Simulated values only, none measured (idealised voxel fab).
A process module follows: voxel self aligned contacts.
It is cross-section cut that appears here, measuring 200 nm in width, its square cells being 5 nm in size.
Cross-section format: a grid of square cells, given as bands from top to bottom; each band is one or more rows of cells.
Read a band's entry like this: the first values are the height of its top and the height of its bottom in nm, and what follows is the sequence of materials from left to right, each with its width in nm. Note that "air" is empty space, and that a single material marked "everywhere" reaches across the band from edge to edge.
Beneath 0, the wafer as received is one material, and that level is where height counting begins. The lowest band goes on downward without a bottom; it is written like "0 -> down".
The expression "30..40" gives the width at the extremes of the band, the first number at its top row of cells and the second at its bottom row, with the width changing by equal amounts from each row to the next in between.
The designation "no modifications", where it is given for a processing step, indicates that no cell of the cross-section was altered in the course of that step.
If an empty space has no open way to the top and is at least 8 cells in size, "Encapsulated voids" lists it, written width x height at distance, where distance is measured from the left edge and every value is in nm.
Heads up: the bit after the settings on a step's line is the simulator's remark on that step.
Each step line may optionally specify "overlay nm", which for a step with a mask gives the rightward distance between the mask's planned place and where it lay, a negative value indicating the leftward direction.
### Steps planned for the process
1) RECEIVE [material Si]
2) CONFORMAL_DEP [material SiO2] [thk nm 5]
3) DIRECTIONAL_DEP [material polySi] [thk nm 25]
4) DIRECTIONAL_DEP [material SiN] [thk nm 20]
5) DIRECTIONAL_DEP [material aC] [thk nm 15]
6) PATTERN [tone cover] [mask id GATE] [material resist] [width nm 35] [pitch nm 70] [thk nm 35] [overlay nm 0]
7) DIRECTIONAL_ETCH [etch materials aC] [depth nm 15]
8) STRIP [etch materials resist]
9) DIRECTIONAL_ETCH [etch materials SiN] [depth nm 20]
10) DIRECTIONAL_ETCH [etch materials polySi] [depth nm 25]
11) STRIP [etch materials aC]
12) CONFORMAL_DEP [material SiN] [thk nm 10]
13) DIRECTIONAL_ETCH [etch materials SiN] [depth nm 10]
14) FILL_DEP [material SiO2] [thk nm 10]
15) CMP [height nm 55]
16) PATTERN [tone open] [mask id CONTACT] [material resist] [width nm 55] [thk nm 15] [overlay nm 0]
17) DIRECTIONAL_ETCH [etch materials SiO2] [depth nm 55]
18) STRIP [etch materials resist]
19) CONFORMAL_DEP [material TiN] [thk nm 5]
20) FILL_DEP [material W] [thk nm 5]
21) CMP [height nm 55]
22) CONFORMAL_DEP [material SiN] [thk nm 5]
### Wafer cross-section on receipt, i.e. after step 1
  0 -> down: Si everywhere
  Encapsulated voids: none
### One mistake in running the module, otherwise start and plan as above: cross-section at the end
  60 -> 55: SiN everywhere
  55 -> 50: SiO2 70 nm  TiN 25 nm  W 5 nm  TiN 25 nm  SiO2 75 nm
  50 -> 30: SiO2 35 nm  SiN 55 nm  TiN 5 nm  W 5 nm  TiN 5 nm  SiN 55 nm  SiO2 40 nm
  30 -> 5: SiO2 90 nm  TiN 5 nm  W 5 nm  TiN 5 nm  SiO2 95 nm
  5 -> 0: SiO2 90 nm  TiN 15 nm  SiO2 95 nm
  0 -> down: Si everywhere
  Encapsulated voids: none
Plan not followed: note that step 3 departed from the planned setting and was carried out as DIRECTIONAL_DEP [material SiO2] [thk nm 25]
